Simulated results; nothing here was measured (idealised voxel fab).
process module | voxel spacer lines
cross-section cut | 245 nm wide | cells 5 nm
A cross-section is a grid of square cells, given in bands from the top down. A band is one or more rows of cells.
Each band's line starts with the height of the band's top and of its bottom, in nm. Then come its materials from left to right, each with its width in nm. One material with "throughout" fills the band from edge to edge. "air" is empty space.
Height 0 is the level under which the wafer as received is all one material. The lowest band goes on downwards, as in "0 down".
A width such as "30 to 40" changes by the same amount from each row of cells to the next, from the band's top row to its bottom row.
"no change" after a step means that no cell of the cross-section changed.
closed voids: empty space of 8 cells or more with no open way to the top, each as width x height at its distance from the left edge, in nm
after a step's settings: what the simulator itself notes on the step
overlay nm, on a step with a mask: how far to the right of its planned place the mask lay; to the left if negative
plan
1 op RECEIVE | material Si
2 op CONFORMAL_DEP | material Al2O3 | thk nm 5
3 op DIRECTIONAL_DEP | material TiN | thk nm 10
4 op DIRECTIONAL_DEP | material aC | thk nm 25
5 op PATTERN | tone cover | mask id MANDREL | material resist | width nm 20 | pitch nm 60 | thk nm 30 | overlay nm 0
6 op DIRECTIONAL_ETCH | etch materials aC | depth nm 25
7 op STRIP | etch materials resist
8 op CONFORMAL_DEP | material SiO2 | thk nm 10
9 op DIRECTIONAL_ETCH | etch materials SiO2 | depth nm 10
10 op STRIP | etch materials aC
11 op DIRECTIONAL_ETCH | etch materials TiN | depth nm 10
12 op STRIP | etch materials SiO2
13 op FILL_DEP | material lowk | thk nm 5
14 op CMP | height nm 15
as received, after step 1
  0 down: Si throughout
  closed voids: none
a wafer at the end: this start, this plan, one mistake
  15 to 5: lowk 75 | TiN 10 | lowk 15 | TiN 10 | lowk 25 | TiN 10 | lowk 15 | TiN 10 | lowk 75
  5 to 0: Al2O3 throughout
  0 down: Si throughout
  closed voids: none
what went wrong: step 5 ran as: op PATTERN | tone cover | mask id MANDREL | material resist | width nm 15 | pitch nm 60 | thk nm 30 | overlay nm 0
